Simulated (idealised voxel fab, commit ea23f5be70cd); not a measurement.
The document below concerns the process module designated voxel self aligned contacts.
Pictured: cross-section cut, 205 nm wide, on a grid of 5 nm square cells.
How to read a cross-section here: the picture is a grid of square cells, written as bands going from the top down, and any band can span one or more rows of cells. Within each band entry, the heights of the top and of the bottom of the band appear first, in that order and in nm; the materials of the band then follow from left to right, each with its corresponding width in nm. The designation "all across" on a single material indicates that it fills the band from edge to edge; the designation "blank" indicates empty space. Heights are expressed relative to 0, this being the level below which the as-received wafer comprises one material exclusively. The lowest band is unbounded in the downward direction and is denoted as in "0 nm and below". When a width is written as two numbers, as in "30..40", the first number is the width in the top row of cells of the band and the second is the width in its bottom row, and the width changes by the same amount from each row to the next. Basically "nothing changed" means that step didn't change any cell in the cross-section. Closed empty spaces (no open way to the top) of 8 cells or more are what "Enclosed void inventory" lists, each as width x height at distance from the left edge, nm for all three. On a step's line, text after the settings is the simulator commenting on that step. "overlay nm", when on a step's line for a step with a mask, measures how far to the right of its planned place the mask lay; a negative measure means to the left.
-- Process steps (planned)
1 RECEIVE,material Si
2 OXIDIZE,depth nm 5
3 DIRECTIONAL_DEP,material polySi,thk nm 20
4 DIRECTIONAL_DEP,material SiN,thk nm 25
5 MASKED_ETCH,tone cover,mask id GATE,width nm 30,pitch nm 65,etch materials SiN,depth nm 25,overlay nm 0
6 MASKED_ETCH,tone cover,mask id GATE,width nm 30,pitch nm 65,etch materials polySi,depth nm 20,overlay nm 0
7 CONFORMAL_DEP,material SiN,thk nm 10
8 DIRECTIONAL_ETCH,etch materials SiN,depth nm 10
9 FILL_DEP,material SiO2,thk nm 20
10 CMP,height nm 55
11 DIRECTIONAL_DEP,material aC,thk nm 15
12 PATTERN,tone open,mask id CONTACT,material resist,width nm 45,thk nm 30,overlay nm 0
13 DIRECTIONAL_ETCH,etch materials aC,depth nm 15
14 STRIP,etch materials resist
15 DIRECTIONAL_ETCH,etch materials SiO2,depth nm 60
16 STRIP,etch materials aC
17 CONFORMAL_DEP,material TiN,thk nm 5
18 FILL_DEP,material Ru,thk nm 5
19 CMP,height nm 55
20 CONFORMAL_DEP,material SiCN,thk nm 5
-- Wafer at receipt (post step 1), cross-section
> 0 nm and below | Si all across
> Enclosed void inventory: none
-- a wafer at the end: this start, this plan, one mistake
> 60 nm to 55 nm | SiCN all across
> 55 nm to 25 nm | SiO2: 80, TiN: 5, Ru: 35, TiN: 5, SiO2: 80
> 25 nm to 20 nm | SiO2: 80, TiN: 45, SiO2: 80
> 20 nm to 0 nm | polySi all across
> 0 nm to -5 nm | SiO2 all across
> -5 nm and below | Si all across
> Enclosed void inventory: none
Deviation from plan: step 4 off recipe, ran as DIRECTIONAL_DEP,material SiO2,thk nm 25
